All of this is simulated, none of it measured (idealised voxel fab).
Process module heading - voxel transistor to metal
This is section cut - it's 200 nm across, gridded in 5 nm square cells.
When this document writes out a cross-section, it uses a grid of square cells and lists it as bands, beginning at the top and moving down, with a band standing for one or more rows of cells. Band: top height; bottom height; in nm. Then, left to right: material with width in nm, for each material. "all across": a single material spanning edge to edge. "air": empty space. Below 0: as-received wafer, all one material; heights counted from there. Lowest band: no bottom, goes on down, written "0..down". You'd read "30..40" like this: the band's top row of cells is as wide as the first number, its bottom row is as wide as the second, and going down, every row changes width by the same amount as the row before did. You'll sometimes find "nothing was modified" written for a step, and that's the way of saying that nowhere in the cross-section did a cell change during that step. In the "Closed void entries" entry, you get each enclosed empty space of 8 cells or more, one with no open way to the top, written width x height at distance, distance from the left edge, in nm. Post-settings text on a step line: simulator's own remark regarding the step. A step's line can hold "overlay nm"; with a mask on that step, the setting says how far right of the planned place the mask lay, while a negative setting says it lay to the left. Pairs ahead. Before: cross-section ahead of one process step. After: cross-section once the step is done, shown to the lowest changed band only. Under each pair: that step, with settings. Caution: pairs may come from different runs of this module on the same starting wafer; a pair follows the pair above only where its "Pre-step condition" entry says so.
PRE-STEP CONDITION
    40..30 | polySi (50); air (100); polySi (50)
    30..10 | polySi all across
    10..0 | SiO2 (50); polySi (100); SiO2 (50)
    0..-5 | SiO2 all across
    -5..-35 | SiO2 (55); Si (90); SiO2 (55)
    -35..down | Si all across
    Closed void entries: none
POST-STEP APPEARANCE
    50..40 | SiCN (50); air (100); SiCN (50)
    40..30 | polySi (50); SiCN (100); polySi (50)
    Unchanged below 30.
    Closed void entries: none
The before and after cross-sections above differ by one step: op DIRECTIONAL_DEP | material SiCN | thk nm 10
Pre-step condition: as shown after the step in the preceding pair, directly above.
POST-STEP APPEARANCE
    65..50 | air (90); resist (20); air (90)
    50..40 | SiCN (50); air (40); resist (20); air (40); SiCN (50)
    Unchanged below 40.
    Closed void entries: none
The before and after cross-sections above differ by one step: op PATTERN | tone cover | mask id GATE | material resist | width nm 20 | thk nm 15 | overlay nm 0
Pre-step condition: as shown after the step in the preceding pair, directly above.
POST-STEP APPEARANCE
    65..40 | air (90); resist (20); air (90)
    40..30 | polySi (50); air (40); SiCN (20); air (40); polySi (50)
    Unchanged below 30.
    Closed void entries: none
The before and after cross-sections above differ by one step: op DIRECTIONAL_ETCH | etch materials SiCN | depth nm 20
Pre-step condition: as shown after the step in the preceding pair, directly above.
POST-STEP APPEARANCE
    65..40 | air (90); resist (20); air (90)
    40..30 | air (90); SiCN (20); air (90)
    30..10 | air (90); polySi (20); air (90)
    10..0 | SiO2 (50); air (40); polySi (20); air (40); SiO2 (50)
    Unchanged below 0.
    Closed void entries: none
The before and after cross-sections above differ by one step: op DIRECTIONAL_ETCH | etch materials polySi | depth nm 40
Pre-step condition: as shown after the step in the preceding pair, directly above.
POST-STEP APPEARANCE
    40..30 | air (90); SiCN (20); air (90)
    Unchanged below 30.
    Closed void entries: none
The before and after cross-sections above differ by one step: op STRIP | etch materials resist
Pre-step condition: as shown after the step in the preceding pair, directly above.
POST-STEP APPEARANCE
    45..40 | air (85); SiO2 (30); air (85)
    40..30 | air (85); SiO2 (5); SiCN (20); SiO2 (5); air (85)
    30..15 | air (85); SiO2 (5); polySi (20); SiO2 (5); air (85)
    15..5 | SiO2 (55); air (30); SiO2 (5); polySi (20); SiO2 (5); air (30); SiO2 (55)
    5..0 | SiO2 (90); polySi (20); SiO2 (90)
    Unchanged below 0.
    Closed void entries: none
The before and after cross-sections above differ by one step: op CONFORMAL_DEP | material SiO2 | thk nm 5
Pre-step condition: as shown after the step in the preceding pair, directly above.
POST-STEP APPEARANCE
    40..30 | air (85); SiO2 (5); SiCN (20); SiO2 (5); air (85)
    30..10 | air (85); SiO2 (5); polySi (20); SiO2 (5); air (85)
    10..0 | SiO2 (55); air (30); SiO2 (5); polySi (20); SiO2 (5); air (30); SiO2 (55)
    Unchanged below 0.
    Closed void entries: none
The before and after cross-sections above differ by one step: op DIRECTIONAL_ETCH | etch materials SiO2 | depth nm 5
Pre-step condition: as shown after the step in the preceding pair, directly above.
POST-STEP APPEARANCE
    45..40 | air (80); SiN (40); air (80)
    40..30 | air (80); SiN (5); SiO2 (5); SiCN (20); SiO2 (5); SiN (5); air (80)
    30..15 | air (80); SiN (5); SiO2 (5); polySi (20); SiO2 (5); SiN (5); air (80)
    15..10 | SiN (60); air (20); SiN (5); SiO2 (5); polySi (20); SiO2 (5); SiN (5); air (20); SiN (60)
    10..5 | SiO2 (55); SiN (5); air (20); SiN (5); SiO2 (5); polySi (20); SiO2 (5); SiN (5); air (20); SiN (5); SiO2 (55)
    5..0 | SiO2 (55); SiN (30); SiO2 (5); polySi (20); SiO2 (5); SiN (30); SiO2 (55)
    Unchanged below 0.
    Closed void entries: none
The before and after cross-sections above differ by one step: op CONFORMAL_DEP | material SiN | thk nm 5
Pre-step condition: as shown after the step in the preceding pair, directly above.
POST-STEP APPEARANCE
    40..30 | air (80); SiN (5); SiO2 (5); SiCN (20); SiO2 (5); SiN (5); air (80)
    30..10 | air (80); SiN (5); SiO2 (5); polySi (20); SiO2 (5); SiN (5); air (80)
    10..0 | SiO2 (55); SiN (5); air (20); SiN (5); SiO2 (5); polySi (20); SiO2 (5); SiN (5); air (20); SiN (5); SiO2 (55)
    Unchanged below 0.
    Closed void entries: none
The before and after cross-sections above differ by one step: op DIRECTIONAL_ETCH | etch materials SiN | depth nm 5
Pre-step condition: as shown after the step in the preceding pair, directly above.
POST-STEP APPEARANCE
    40..35 | air (80); SiN (5); air (5); SiCN (20); air (5); SiN (5); air (80)
    35..30 | air (80); SiN (5); SiO2 (5); SiCN (20); SiO2 (5); SiN (5); air (80)
    30..10 | air (80); SiN (5); SiO2 (5); polySi (20); SiO2 (5); SiN (5); air (80)
    10..5 | air (55); SiN (5); air (20); SiN (5); SiO2 (5); polySi (20); SiO2 (5); SiN (5); air (20); SiN (5); air (55)
    5..0 | SiO2 (55); SiN (5); air (20); SiN (5); SiO2 (5); polySi (20); SiO2 (5); SiN (5); air (20); SiN (5); SiO2 (55)
    0..-5 | SiO2 (60); air (20); SiO2 (40); air (20); SiO2 (60)
    Unchanged below -5.
    Closed void entries: none
The before and after cross-sections above differ by one step: op DIRECTIONAL_ETCH | etch materials SiO2 | depth nm 5
Pre-step condition: as shown after the step in the preceding pair, directly above.
POST-STEP APPEARANCE
    40..35 | air (80); SiN (5); air (5); SiCN (20); air (5); SiN (5); air (80)
    35..30 | air (80); SiN (5); SiO2 (5); SiCN (20); SiO2 (5); SiN (5); air (80)
    30..10 | air (80); SiN (5); SiO2 (5); polySi (20); SiO2 (5); SiN (5); air (80)
    10..5 | air (55); SiN (5); air (20); SiN (5); SiO2 (5); polySi (20); SiO2 (5); SiN (5); air (20); SiN (5); air (55)
    5..0 | SiO2 (55); SiN (5); air (20); SiN (5); SiO2 (5); polySi (20); SiO2 (5); SiN (5); air (20); SiN (5); SiO2 (55)
    0..-5 | SiO2 (60); air (20); SiO2 (40); air (20); SiO2 (60)
    -5..-20 | SiO2 (55); Si (5); air (20); Si (40); air (20); Si (5); SiO2 (55)
    Unchanged below -20.
    Closed void entries: none
The before and after cross-sections above differ by one step: op DIRECTIONAL_ETCH | etch materials Si | depth nm 15
Pre-step condition: as shown after the step in the preceding pair, directly above.
POST-STEP APPEARANCE
    40..35 | air (80); SiN (5); air (5); SiCN (20); air (5); SiN (5); air (80)
    35..30 | air (80); SiN (5); SiO2 (5); SiCN (20); SiO2 (5); SiN (5); air (80)
    30..10 | air (80); SiN (5); SiO2 (5); polySi (20); SiO2 (5); SiN (5); air (80)
    10..5 | air (55); SiN (5); SiGe (20); SiN (5); SiO2 (5); polySi (20); SiO2 (5); SiN (5); SiGe (20); SiN (5); air (55)
    5..0 | SiO2 (55); SiN (5); SiGe (20); SiN (5); SiO2 (5); polySi (20); SiO2 (5); SiN (5); SiGe (20); SiN (5); SiO2 (55)
    0..-5 | SiO2 (60); SiGe (20); SiO2 (40); SiGe (20); SiO2 (60)
    -5..-20 | SiO2 (55); Si (5); SiGe (20); Si (40); SiGe (20); Si (5); SiO2 (55)
    Unchanged below -20.
    Closed void entries: none
The before and after cross-sections above differ by one step: op EPI | material SiGe | thk nm 15
Pre-step condition: as shown after the step in the preceding pair, directly above.
POST-STEP APPEARANCE
    45..40 | SiO2 all across
    40..30 | SiO2 (80); SiN (5); SiO2 (5); SiCN (20); SiO2 (5); SiN (5); SiO2 (80)
    30..10 | SiO2 (80); SiN (5); SiO2 (5); polySi (20); SiO2 (5); SiN (5); SiO2 (80)
    10..0 | SiO2 (55); SiN (5); SiGe (20); SiN (5); SiO2 (5); polySi (20); SiO2 (5); SiN (5); SiGe (20); SiN (5); SiO2 (55)
    Unchanged below 0.
    Closed void entries: none
The before and after cross-sections above differ by one step: op FILL_DEP | material SiO2 | thk nm 5
Pre-step condition: as shown after the step in the preceding pair, directly above.
POST-STEP APPEARANCE
    40..30 | SiO2 (80); SiN (5); SiO2 (5); SiCN (20); SiO2 (5); SiN (5); SiO2 (80)
    Unchanged below 30.
    Closed void entries: none
The before and after cross-sections above differ by one step: op CMP | height nm 40
Pre-step condition: as shown after the step in the preceding pair, directly above.
POST-STEP APPEARANCE
    55..40 | SiO2 all across
    Unchanged below 40.
    Closed void entries: none
The before and after cross-sections above differ by one step: op DIRECTIONAL_DEP | material SiO2 | thk nm 15
Pre-step condition: as shown after the step in the preceding pair, directly above.
POST-STEP APPEARANCE
    55..40 | SiO2 (55); air (20); SiO2 (50); air (20); SiO2 (55)
    40..30 | SiO2 (55); air (20); SiO2 (5); SiN (5); SiO2 (5); SiCN (20); SiO2 (5); SiN (5); SiO2 (5); air (20); SiO2 (55)
    30..10 | SiO2 (55); air (20); SiO2 (5); SiN (5); SiO2 (5); polySi (20); SiO2 (5); SiN (5); SiO2 (5); air (20); SiO2 (55)
    Unchanged below 10.
    Closed void entries: none
The before and after cross-sections above differ by one step: op MASKED_ETCH | tone open | mask id CONTACT | width nm 20 | pitch nm 70 | etch materials SiO2 | depth nm 45 | overlay nm 0
Pre-step condition: as shown after the step in the preceding pair, directly above.
POST-STEP APPEARANCE
    60..55 | TiN (60); air (10); TiN (60); air (10); TiN (60)
    55..40 | SiO2 (55); TiN (5); air (10); TiN (5); SiO2 (50); TiN (5); air (10); TiN (5); SiO2 (55)
    40..30 | SiO2 (55); TiN (5); air (10); TiN (5); SiO2 (5); SiN (5); SiO2 (5); SiCN (20); SiO2 (5); SiN (5); SiO2 (5); TiN (5); air (10); TiN (5); SiO2 (55)
    30..15 | SiO2 (55); TiN (5); air (10); TiN (5); SiO2 (5); SiN (5); SiO2 (5); polySi (20); SiO2 (5); SiN (5); SiO2 (5); TiN (5); air (10); TiN (5); SiO2 (55)
    15..10 | SiO2 (55); TiN (20); SiO2 (5); SiN (5); SiO2 (5); polySi (20); SiO2 (5); SiN (5); SiO2 (5); TiN (20); SiO2 (55)
    Unchanged below 10.
    Closed void entries: none
The before and after cross-sections above differ by one step: op CONFORMAL_DEP | material TiN | thk nm 5
Pre-step condition: as shown after the step in the preceding pair, directly above.
POST-STEP APPEARANCE
    70..60 | W all across
    60..55 | TiN (60); W (10); TiN (60); W (10); TiN (60)
    55..40 | SiO2 (55); TiN (5); W (10); TiN (5); SiO2 (50); TiN (5); W (10); TiN (5); SiO2 (55)
    40..30 | SiO2 (55); TiN (5); W (10); TiN (5); SiO2 (5); SiN (5); SiO2 (5); SiCN (20); SiO2 (5); SiN (5); SiO2 (5); TiN (5); W (10); TiN (5); SiO2 (55)
    30..15 | SiO2 (55); TiN (5); W (10); TiN (5); SiO2 (5); SiN (5); SiO2 (5); polySi (20); SiO2 (5); SiN (5); SiO2 (5); TiN (5); W (10); TiN (5); SiO2 (55)
    Unchanged below 15.
    Closed void entries: none
The before and after cross-sections above differ by one step: op FILL_DEP | material W | thk nm 10
Pre-step condition: as shown after the step in the preceding pair, directly above.
POST-STEP APPEARANCE
    55..40 | SiO2 (55); TiN (5); W (10); TiN (5); SiO2 (50); TiN (5); W (10); TiN (5); SiO2 (55)
    Unchanged below 40.
    Closed void entries: none
The before and after cross-sections above differ by one step: op CMP | height nm 55
Pre-step condition: as shown after the step in the preceding pair, directly above.
POST-STEP APPEARANCE
    60..55 | TiN all across
    Unchanged below 55.
    Closed void entries: none
The before and after cross-sections above differ by one step: op DIRECTIONAL_DEP | material TiN | thk nm 5
Pre-step condition: as shown after the step in the preceding pair, directly above.
POST-STEP APPEARANCE
    80..60 | Ru all across
    Unchanged below 60.
    Closed void entries: none
The before and after cross-sections above differ by one step: op DIRECTIONAL_DEP | material Ru | thk nm 20
Pre-step condition: as shown after the step in the preceding pair, directly above.
POST-STEP APPEARANCE
    95..80 | aC all across
    Unchanged below 80.
    Closed void entries: none
The before and after cross-sections above differ by one step: op DIRECTIONAL_DEP | material aC | thk nm 15
Pre-step condition: as shown after the step in the preceding pair, directly above.
POST-STEP APPEARANCE
    125..95 | air (55); resist (20); air (50); resist (20); air (55)
    Unchanged below 95.
    Closed void entries: none
The before and after cross-sections above differ by one step: op PATTERN | tone cover | mask id METAL_1 | material resist | width nm 20 | pitch nm 70 | thk nm 30 | overlay nm 0
Pre-step condition: as shown after the step in the preceding pair, directly above.
POST-STEP APPEARANCE
    110..95 | air (55); resist (20); air (50); resist (20); air (55)
    95..80 | air (55); aC (20); air (50); aC (20); air (55)
    Unchanged below 80.
    Closed void entries: none
The before and after cross-sections above differ by one step: op DIRECTIONAL_ETCH | etch materials aC | depth nm 15
Pre-step condition: as shown after the step in the preceding pair, directly above.
POST-STEP APPEARANCE
    95..80 | air (55); aC (20); air (50); aC (20); air (55)
    Unchanged below 80.
    Closed void entries: none
The before and after cross-sections above differ by one step: op STRIP | etch materials resist
Pre-step condition: as shown after the step in the preceding pair, directly above.
POST-STEP APPEARANCE
    95..80 | air (55); aC (20); air (50); aC (20); air (55)
    80..60 | air (55); Ru (20); air (50); Ru (20); air (55)
    Unchanged below 60.
    Closed void entries: none
The before and after cross-sections above differ by one step: op DIRECTIONAL_ETCH | etch materials Ru | depth nm 20
Pre-step condition: as shown after the step in the preceding pair, directly above.
POST-STEP APPEARANCE
    95..80 | air (55); aC (20); air (50); aC (20); air (55)
    80..60 | air (55); Ru (20); air (50); Ru (20); air (55)
    60..55 | air (55); TiN (20); air (50); TiN (20); air (55)
    Unchanged below 55.
    Closed void entries: none
The before and after cross-sections above differ by one step: op DIRECTIONAL_ETCH | etch materials TiN | depth nm 5
Pre-step condition: as shown after the step in the preceding pair, directly above.
POST-STEP APPEARANCE
    80..60 | air (55); Ru (20); air (50); Ru (20); air (55)
    Unchanged below 60.
    Closed void entries: none
The before and after cross-sections above differ by one step: op STRIP | etch materials aC
Pre-step condition: as shown after the step in the preceding pair, directly above.
POST-STEP APPEARANCE
    90..80 | lowk all across
    80..60 | lowk (55); Ru (20); lowk (50); Ru (20); lowk (55)
    60..55 | lowk (55); TiN (20); lowk (50); TiN (20); lowk (55)
    Unchanged below 55.
    Closed void entries: none
The before and after cross-sections above differ by one step: op FILL_DEP | material lowk | thk nm 10
Pre-step condition: as shown after the step in the preceding pair, directly above.
POST-STEP APPEARANCE
    80..60 | lowk (55); Ru (20); lowk (50); Ru (20); lowk (55)
    Unchanged below 60.
    Closed void entries: none
The before and after cross-sections above differ by one step: op CMP | height nm 80
Pre-step condition: as shown after the step in the preceding pair, directly above.
POST-STEP APPEARANCE
    85..80 | SiCN all across
    Unchanged below 80.
    Closed void entries: none
The before and after cross-sections above differ by one step: op CONFORMAL_DEP | material SiCN | thk nm 5
Pre-step condition: as shown after the step in the preceding pair, directly above.
POST-STEP APPEARANCE
    115..85 | SiO2 all across
    Unchanged below 85.
    Closed void entries: none
The before and after cross-sections above differ by one step: op DIRECTIONAL_DEP | material SiO2 | thk nm 30
Pre-step condition: as shown after the step in the preceding pair, directly above.
POST-STEP APPEARANCE
    135..115 | resist (55); air (15); resist (55); air (15); resist (60)
    Unchanged below 115.
    Closed void entries: none
The before and after cross-sections above differ by one step: op PATTERN | tone open | mask id METAL_2_HOLES | material resist | width nm 15 | pitch nm 70 | thk nm 20 | overlay nm 0
Pre-step condition: as shown after the step in the preceding pair, directly above.
POST-STEP APPEARANCE
    135..115 | resist (55); air (15); resist (55); air (15); resist (60)
    115..85 | SiO2 (55); air (15); SiO2 (55); air (15); SiO2 (60)
    Unchanged below 85.
    Closed void entries: none
The before and after cross-sections above differ by one step: op DIRECTIONAL_ETCH | etch materials SiO2 | depth nm 30
Pre-step condition: as shown after the step in the preceding pair, directly above.
POST-STEP APPEARANCE
    115..85 | SiO2 (55); air (15); SiO2 (55); air (15); SiO2 (60)
    Unchanged below 85.
    Closed void entries: none
The before and after cross-sections above differ by one step: op STRIP | etch materials resist
Pre-step condition: as shown after the step in the preceding pair, directly above.
POST-STEP APPEARANCE
    130..115 | aC (55); air (15); aC (55); air (15); aC (60)
    115..100 | SiO2 (55); air (15); SiO2 (55); air (15); SiO2 (60)
    100..85 | SiO2 (55); aC (15); SiO2 (55); aC (15); SiO2 (60)
    Unchanged below 85.
    Closed void entries: none
The before and after cross-sections above differ by one step: op DIRECTIONAL_DEP | material aC | thk nm 15
Pre-step condition: as shown after the step in the preceding pair, directly above.
POST-STEP APPEARANCE
    160..130 | resist (55); air (20); resist (50); air (20); resist (55)
    Unchanged below 130.
    Closed void entries: none
The before and after cross-sections above differ by one step: op PATTERN | tone open | mask id METAL_2 | material resist | width nm 20 | pitch nm 70 | thk nm 30 | overlay nm 0
Pre-step condition: as shown after the step in the preceding pair, directly above.
POST-STEP APPEARANCE
    145..130 | resist (55); air (20); resist (50); air (20); resist (55)
    130..115 | aC (55); air (20); aC (50); air (20); aC (55)
    115..85 | SiO2 (55); air (15); SiO2 (55); air (15); SiO2 (60)
    Unchanged below 85.
    Closed void entries: none
The before and after cross-sections above differ by one step: op DIRECTIONAL_ETCH | etch materials aC | depth nm 15
Pre-step condition: as shown after the step in the preceding pair, directly above.
POST-STEP APPEARANCE
    130..115 | aC (55); air (20); aC (50); air (20); aC (55)
    Unchanged below 115.
    Closed void entries: none
The before and after cross-sections above differ by one step: op STRIP | etch materials resist
Pre-step condition: as shown after the step in the preceding pair, directly above.
POST-STEP APPEARANCE
    130..115 | aC (55); air (20); aC (50); air (20); aC (55)
    115..100 | SiO2 (55); air (20); SiO2 (50); air (20); SiO2 (55)
    Unchanged below 100.
    Closed void entries: none
The before and after cross-sections above differ by one step: op DIRECTIONAL_ETCH | etch materials SiO2 | depth nm 15
Pre-step condition: as shown after the step in the preceding pair, directly above.
POST-STEP APPEARANCE
    130..115 | aC (55); air (20); aC (50); air (20); aC (55)
    115..100 | SiO2 (55); air (20); SiO2 (50); air (20); SiO2 (55)
    100..85 | SiO2 (55); air (15); SiO2 (55); air (15); SiO2 (60)
    85..80 | SiCN (55); air (15); SiCN (55); air (15); SiCN (60)
    Unchanged below 80.
    Closed void entries: none
The before and after cross-sections above differ by one step: op DIRECTIONAL_ETCH | etch materials SiCN | depth nm 5
Pre-step condition: as shown after the step in the preceding pair, directly above.
POST-STEP APPEARANCE
    115..100 | SiO2 (55); air (20); SiO2 (50); air (20); SiO2 (55)
    Unchanged below 100.
    Closed void entries: none
The before and after cross-sections above differ by one step: op STRIP | etch materials aC
Pre-step condition: as shown after the step in the preceding pair, directly above.
POST-STEP APPEARANCE
    120..115 | TiN (60); air (10); TiN (60); air (10); TiN (60)
    115..105 | SiO2 (55); TiN (5); air (10); TiN (5); SiO2 (50); TiN (5); air (10); TiN (5); SiO2 (55)
    105..100 | SiO2 (55); TiN (5); air (5); TiN (10); SiO2 (50); TiN (5); air (5); TiN (10); SiO2 (55)
    100..85 | SiO2 (55); TiN (5); air (5); TiN (5); SiO2 (55); TiN (5); air (5); TiN (5); SiO2 (60)
    85..80 | SiCN (55); TiN (15); SiCN (55); TiN (15); SiCN (60)
    Unchanged below 80.
    Closed void entries: none
The before and after cross-sections above differ by one step: op CONFORMAL_DEP | material TiN | thk nm 5
Pre-step condition: as shown after the step in the preceding pair, directly above.
POST-STEP APPEARANCE
    130..120 | Cu all across
    120..115 | TiN (60); Cu (10); TiN (60); Cu (10); TiN (60)
    115..105 | SiO2 (55); TiN (5); Cu (10); TiN (5); SiO2 (50); TiN (5); Cu (10); TiN (5); SiO2 (55)
    105..100 | SiO2 (55); TiN (5); Cu (5); TiN (10); SiO2 (50); TiN (5); Cu (5); TiN (10); SiO2 (55)
    100..85 | SiO2 (55); TiN (5); Cu (5); TiN (5); SiO2 (55); TiN (5); Cu (5); TiN (5); SiO2 (60)
    Unchanged below 85.
    Closed void entries: none
The before and after cross-sections above differ by one step: op FILL_DEP | material Cu | thk nm 10
Pre-step condition: as shown after the step in the preceding pair, directly above.
POST-STEP APPEARANCE
    115..105 | SiO2 (55); TiN (5); Cu (10); TiN (5); SiO2 (50); TiN (5); Cu (10); TiN (5); SiO2 (55)
    Unchanged below 105.
    Closed void entries: none
The before and after cross-sections above differ by one step: op CMP | height nm 115
Pre-step condition: as shown after the step in the preceding pair, directly above.
POST-STEP APPEARANCE
    120..115 | SiN all across
    Unchanged below 115.
    Closed void entries: none
The before and after cross-sections above differ by one step: op CONFORMAL_DEP | material SiN | thk nm 5
PRE-STEP CONDITION
    20..5 | SiN all across
    5..0 | SiO2 all across
    0..down | Si all across
    Closed void entries: none
POST-STEP APPEARANCE
    35..20 | air (45); resist (100); air (55)
    Unchanged below 20.
    Closed void entries: none
The before and after cross-sections above differ by one step: op PATTERN | tone cover | mask id ACTIVE | material resist | width nm 100 | thk nm 15 | overlay nm -5
Pre-step condition: as shown after the step in the preceding pair, directly above.
POST-STEP APPEARANCE
    35..20 | air (45); resist (100); air (55)
    20..5 | air (45); SiN (100); air (55)
    Unchanged below 5.
    Closed void entries: none
The before and after cross-sections above differ by one step: op DIRECTIONAL_ETCH | etch materials SiN | depth nm 15
Pre-step condition: as shown after the step in the preceding pair, directly above.
POST-STEP APPEARANCE
    35..20 | air (45); resist (100); air (55)
    20..5 | air (45); SiN (100); air (55)
    5..0 | air (45); SiO2 (100); air (55)
    Unchanged below 0.
    Closed void entries: none
The before and after cross-sections above differ by one step: op DIRECTIONAL_ETCH | etch materials SiO2 | depth nm 5
Pre-step condition: as shown after the step in the preceding pair, directly above.
POST-STEP APPEARANCE
    35..20 | air (45); resist (100); air (55)
    20..5 | air (45); SiN (100); air (55)
    5..0 | air (45); SiO2 (100); air (55)
    0..-35 | air (45); Si (100); air (55)
    Unchanged below -35.
    Closed void entries: none
The before and after cross-sections above differ by one step: op DIRECTIONAL_ETCH | etch materials Si | depth nm 35
Pre-step condition: as shown after the step in the preceding pair, directly above.
POST-STEP APPEARANCE
    20..5 | air (45); SiN (100); air (55)
    Unchanged below 5.
    Closed void entries: none
The before and after cross-sections above differ by one step: op STRIP | etch materials resist
Pre-step condition: as shown after the step in the preceding pair, directly above.
POST-STEP APPEARANCE
    35..20 | SiO2 all across
    20..5 | SiO2 (45); SiN (100); SiO2 (55)
    5..0 | SiO2 all across
    0..-35 | SiO2 (45); Si (100); SiO2 (55)
    Unchanged below -35.
    Closed void entries: none
The before and after cross-sections above differ by one step: op FILL_DEP | material SiO2 | thk nm 15
Pre-step condition: as shown after the step in the preceding pair, directly above.
POST-STEP APPEARANCE
    20..5 | SiO2 (45); SiN (100); SiO2 (55)
    Unchanged below 5.
    Closed void entries: none
The before and after cross-sections above differ by one step: op CMP | height nm 20
Pre-step condition: as shown after the step in the preceding pair, directly above.
POST-STEP APPEARANCE
    20..15 | air (45); SiN (100); air (55)
    Unchanged below 15.
    Closed void entries: none
The before and after cross-sections above differ by one step: op SELECTIVE_ETCH | etch materials SiO2 | depth nm 5
Pre-step condition: as shown after the step in the preceding pair, directly above.
POST-STEP APPEARANCE
    15..5 | SiO2 (45); air (100); SiO2 (55)
    Unchanged below 5.
    Closed void entries: none
The before and after cross-sections above differ by one step: op STRIP | etch materials SiN
Pre-step condition: as shown after the step in the preceding pair, directly above.
POST-STEP APPEARANCE
    10..0 | SiO2 (40); air (110); SiO2 (50)
    Unchanged below 0.
    Closed void entries: none
The before and after cross-sections above differ by one step: op SELECTIVE_ETCH | etch materials SiO2 | depth nm 5
Pre-step condition: as shown after the step in the preceding pair, directly above.
POST-STEP APPEARANCE
    10..0 | SiO2 (40); air (110); SiO2 (50)
    0..-5 | SiO2 all across
    Unchanged below -5.
    Closed void entries: none
The before and after cross-sections above differ by one step: op OXIDIZE | depth nm 5
Pre-step condition: as shown after the step in the preceding pair, directly above.
POST-STEP APPEARANCE
    40..30 | polySi (40); air (110); polySi (50)
    30..10 | polySi all across
    10..0 | SiO2 (40); polySi (110); SiO2 (50)
    Unchanged below 0.
    Closed void entries: none
The before and after cross-sections above differ by one step: op DIRECTIONAL_DEP | material polySi | thk nm 30
Pre-step condition: as shown after the step in the preceding pair, directly above.
POST-STEP APPEARANCE
    50..40 | SiCN (40); air (110); SiCN (50)
    40..30 | polySi (40); SiCN (110); polySi (50)
    Unchanged below 30.
    Closed void entries: none
The before and after cross-sections above differ by one step: op DIRECTIONAL_DEP | material SiCN | thk nm 10
Pre-step condition: as shown after the step in the preceding pair, directly above.
POST-STEP APPEARANCE
    65..50 | air (90); resist (20); air (90)
    50..40 | SiCN (40); air (50); resist (20); air (40); SiCN (50)
    Unchanged below 40.
    Closed void entries: none
The before and after cross-sections above differ by one step: op PATTERN | tone cover | mask id GATE | material resist | width nm 20 | thk nm 15 | overlay nm 0
Pre-step condition: as shown after the step in the preceding pair, directly above.
POST-STEP APPEARANCE
    65..40 | air (90); resist (20); air (90)
    40..30 | polySi (40); air (50); SiCN (20); air (40); polySi (50)
    Unchanged below 30.
    Closed void entries: none
The before and after cross-sections above differ by one step: op DIRECTIONAL_ETCH | etch materials SiCN | depth nm 20
Pre-step condition: as shown after the step in the preceding pair, directly above.
POST-STEP APPEARANCE
    65..40 | air (90); resist (20); air (90)
    40..30 | air (90); SiCN (20); air (90)
    30..10 | air (90); polySi (20); air (90)
    10..0 | SiO2 (40); air (50); polySi (20); air (40); SiO2 (50)
    Unchanged below 0.
    Closed void entries: none
The before and after cross-sections above differ by one step: op DIRECTIONAL_ETCH | etch materials polySi | depth nm 40
Pre-step condition: as shown after the step in the preceding pair, directly above.
POST-STEP APPEARANCE
    40..30 | air (90); SiCN (20); air (90)
    Unchanged below 30.
    Closed void entries: none
The before and after cross-sections above differ by one step: op STRIP | etch materials resist
Pre-step condition: as shown after the step in the preceding pair, directly above.
POST-STEP APPEARANCE
    45..40 | air (85); SiO2 (30); air (85)
    40..30 | air (85); SiO2 (5); SiCN (20); SiO2 (5); air (85)
    30..15 | air (85); SiO2 (5); polySi (20); SiO2 (5); air (85)
    15..5 | SiO2 (45); air (40); SiO2 (5); polySi (20); SiO2 (5); air (30); SiO2 (55)
    5..0 | SiO2 (90); polySi (20); SiO2 (90)
    Unchanged below 0.
    Closed void entries: none
The before and after cross-sections above differ by one step: op CONFORMAL_DEP | material SiO2 | thk nm 5
Pre-step condition: as shown after the step in the preceding pair, directly above.
POST-STEP APPEARANCE
    40..30 | air (85); SiO2 (5); SiCN (20); SiO2 (5); air (85)
    30..10 | air (85); SiO2 (5); polySi (20); SiO2 (5); air (85)
    10..0 | SiO2 (45); air (40); SiO2 (5); polySi (20); SiO2 (5); air (30); SiO2 (55)
    Unchanged below 0.
    Closed void entries: none
The before and after cross-sections above differ by one step: op DIRECTIONAL_ETCH | etch materials SiO2 | depth nm 5
Pre-step condition: as shown after the step in the preceding pair, directly above.
POST-STEP APPEARANCE
    45..40 | air (80); SiN (40); air (80)
    40..30 | air (80); SiN (5); SiO2 (5); SiCN (20); SiO2 (5); SiN (5); air (80)
    30..15 | air (80); SiN (5); SiO2 (5); polySi (20); SiO2 (5); SiN (5); air (80)
    15..10 | SiN (50); air (30); SiN (5); SiO2 (5); polySi (20); SiO2 (5); SiN (5); air (20); SiN (60)
    10..5 | SiO2 (45); SiN (5); air (30); SiN (5); SiO2 (5); polySi (20); SiO2 (5); SiN (5); air (20); SiN (5); SiO2 (55)
    5..0 | SiO2 (45); SiN (40); SiO2 (5); polySi (20); SiO2 (5); SiN (30); SiO2 (55)
    Unchanged below 0.
    Closed void entries: none
The before and after cross-sections above differ by one step: op CONFORMAL_DEP | material SiN | thk nm 5
Pre-step condition: as shown after the step in the preceding pair, directly above.
POST-STEP APPEARANCE
    40..30 | air (80); SiN (5); SiO2 (5); SiCN (20); SiO2 (5); SiN (5); air (80)
    30..10 | air (80); SiN (5); SiO2 (5); polySi (20); SiO2 (5); SiN (5); air (80)
    10..0 | SiO2 (45); SiN (5); air (30); SiN (5); SiO2 (5); polySi (20); SiO2 (5); SiN (5); air (20); SiN (5); SiO2 (55)
    Unchanged below 0.
    Closed void entries: none
The before and after cross-sections above differ by one step: op DIRECTIONAL_ETCH | etch materials SiN | depth nm 5
Pre-step condition: as shown after the step in the preceding pair, directly above.
POST-STEP APPEARANCE
    40..35 | air (80); SiN (5); air (5); SiCN (20); air (5); SiN (5); air (80)
    35..30 | air (80); SiN (5); SiO2 (5); SiCN (20); SiO2 (5); SiN (5); air (80)
    30..10 | air (80); SiN (5); SiO2 (5); polySi (20); SiO2 (5); SiN (5); air (80)
    10..5 | air (45); SiN (5); air (30); SiN (5); SiO2 (5); polySi (20); SiO2 (5); SiN (5); air (20); SiN (5); air (55)
    5..0 | SiO2 (45); SiN (5); air (30); SiN (5); SiO2 (5); polySi (20); SiO2 (5); SiN (5); air (20); SiN (5); SiO2 (55)
    0..-5 | SiO2 (50); air (30); SiO2 (40); air (20); SiO2 (60)
    Unchanged below -5.
    Closed void entries: none
The before and after cross-sections above differ by one step: op DIRECTIONAL_ETCH | etch materials SiO2 | depth nm 5
